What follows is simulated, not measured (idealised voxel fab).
process module | voxel fin reveal
Cross-section cut: width 285 nm, square cells of 5 nm.
Format of a cross-section: grid, square cells. Given as bands. Order: top down. Band: one or more rows of cells. Band: top height; bottom height; in nm. Then, left to right: material with width in nm, for each material. "edge to edge": a single material spanning edge to edge. "empty": empty space. Heights are expressed relative to 0, this being the level below which the as-received wafer comprises one material exclusively. The lowest band is unbounded in the downward direction and is denoted as in "0 down". Think of "30..40" as a width that walks from the first number to the second as you go down the band, top row to bottom row, taking equal-sized steps from row to row. A step reported as "no alteration" is a step in which no cell of the cross-section changed. Closed empty spaces (no open way to the top) of 8 cells or more are what "Sealed internal voids" lists, each as width x height at distance from the left edge, nm for all three. Read whatever lies past the settings on a step's line as the simulator's own remark about the step. overlay nm: mask right of planned place by this much (step with mask). Neg. = left.
# Planned process steps
| 1 | RECEIVE, material Si |
| 2 | CONFORMAL_DEP, material SiN, thk nm 10 |
| 3 | MASKED_ETCH, tone cover, mask id FINS, width nm 15, pitch nm 35, etch materials SiN, depth nm 10, overlay nm 0 |
| 4 | MASKED_ETCH, tone cover, mask id FINS, width nm 15, pitch nm 35, etch materials Si, depth nm 30, overlay nm 0 |
| 5 | OXIDIZE, depth nm 5 |
| 6 | FILL_DEP, material SiO2, thk nm 15 |
| 7 | CMP, height nm 10 |
| 8 | SELECTIVE_ETCH, etch materials SiO2, depth nm 30 |
| 9 | STRIP, etch materials SiN |
# Incoming wafer, cross-sectional view, post step 1
0 down  Si edge to edge
Sealed internal voids: none
# Cross-sectional image of the first of two wafers at the end of the module, the run having proceeded as planned
0 to -20  120 empty, 5 Si, 30 empty, 5 Si, 125 empty
-20 to -35  120 SiO2, 5 Si, 30 SiO2, 5 Si, 125 SiO2
-35 down  Si edge to edge
Sealed internal voids: none
# Second wafer through the module, sectioned at the end: same beginning and same plan as the first wafer, with one mistake in carrying it out
0 to -5  120 empty, 5 Si, 30 empty, 5 Si, 125 empty
-5 to -35  120 SiO2, 5 Si, 30 SiO2, 5 Si, 125 SiO2
-35 down  Si edge to edge
Sealed internal voids: none
Diagnosis: skipped: plan step 7 (never run)
End check, counted in cells, second wafer has more or fewer of these materials than the first: +165 SiO2
